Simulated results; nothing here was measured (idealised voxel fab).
This is a process module. Its name is voxel gate over fins.
The figure presents cross-section cut, which has a width of 235 nm and is divided into square cells with an edge length of 5 nm.
Cross-section spec: square-cell grid; bands listed top down; each band is one or more rows. Read a band's entry like this: the first values are the height of its top and the height of its bottom in nm, and what follows is the sequence of materials from left to right, each with its width in nm. Note that "blank" is empty space, and that a single material marked "throughout" reaches across the band from edge to edge. It should be noted that heights are counted from 0, beneath which the wafer as supplied is of one material throughout, and that the lowest band possesses no lower boundary but continues downward, as written in "z 0 and below". Quick explanation for "30..40": the width changes in equal steps down the rows of cells, from the first number in the band's top row to the second number in its bottom row. You'll sometimes find "no modification" written for a step, and that's the way of saying that nowhere in the cross-section did a cell change during that step. Empty spaces without an open route to the top, at least 8 cells in extent, make up the entry "Fully sealed voids"; each is given as width x height at distance, where the distance is measured from the left edge, and all are in nm. Whatever follows a step's settings on its line is a remark the simulator itself makes about that step. overlay nm: mask offset rightward from planned place, masked step; negative means leftward offset.
# Steps in the process plan
| 1 | RECEIVE | material Si |
| 2 | CONFORMAL_DEP | material SiN | thk nm 5 |
| 3 | MASKED_ETCH | tone cover | mask id FINS | width nm 15 | pitch nm 55 | etch materials SiN | depth nm 5 | overlay nm 0 |
| 4 | MASKED_ETCH | tone cover | mask id FINS | width nm 15 | pitch nm 55 | etch materials Si | depth nm 40 | overlay nm -15 |
| 5 | OXIDIZE | depth nm 5 |
| 6 | FILL_DEP | material SiO2 | thk nm 5 |
| 7 | CMP | height nm 5 |
| 8 | MASKED_ETCH | tone open | mask id RAIL | width nm 15 | etch materials SiO2 | depth nm 40 | overlay nm 0 |
| 9 | CONFORMAL_DEP | material TiN | thk nm 5 |
| 10 | FILL_DEP | material W | thk nm 5 |
| 11 | CMP | height nm 5 |
| 12 | SELECTIVE_ETCH | etch materials W Ru TiN | depth nm 25 |
| 13 | FILL_DEP | material SiO2 | thk nm 5 |
| 14 | CMP | height nm 5 |
| 15 | SELECTIVE_ETCH | etch materials SiO2 | depth nm 15 |
| 16 | STRIP | etch materials SiN |
| 17 | CONFORMAL_DEP | material HfO2 | thk nm 5 |
| 18 | CONFORMAL_DEP | material TiN | thk nm 5 |
| 19 | CONFORMAL_DEP | material TiAl | thk nm 5 |
| 20 | CONFORMAL_DEP | material TiN | thk nm 5 |
| 21 | FILL_DEP | material W | thk nm 10 |
| 22 | CMP | height nm 25 |
| 23 | CONFORMAL_DEP | material SiN | thk nm 10 |
Wafers differ in overlay nm at step 4; plan lists the first wafer's value; identical starting state.
# So this is the first of several wafers, cross-sectioned as it came to us, meaning it's at the end of step 1
  z 0 and below = Si throughout
  Fully sealed voids: none
# Basically each wafer gets a line in the table, showing it at the end of the module: material by material, the cells it gained (+) or lost (-) since we got it, then its closed voids
overlay nm -15 | +59 HfO2 | -324 Si | +94 SiN | +236 SiO2 | +59 TiAl | +123 TiN | +82 W | Fully sealed voids: none
overlay nm -10 | +59 HfO2 | -348 Si | +94 SiN | +257 SiO2 | +59 TiAl | +125 TiN | +83 W | Fully sealed voids: none
overlay nm -5 | +59 HfO2 | -372 Si | +94 SiN | +278 SiO2 | +59 TiAl | +125 TiN | +86 W | Fully sealed voids: none
overlay nm 0 | +59 HfO2 | -396 Si | +94 SiN | +299 SiO2 | +59 TiAl | +125 TiN | +89 W | Fully sealed voids: none
overlay nm 5 | +59 HfO2 | -372 Si | +94 SiN | +278 SiO2 | +59 TiAl | +125 TiN | +86 W | Fully sealed voids: none
overlay nm 10 | +59 HfO2 | -348 Si | +94 SiN | +257 SiO2 | +59 TiAl | +125 TiN | +83 W | Fully sealed voids: none
overlay nm 15 | +59 HfO2 | -324 Si | +94 SiN | +236 SiO2 | +59 TiAl | +123 TiN | +82 W | Fully sealed voids: none
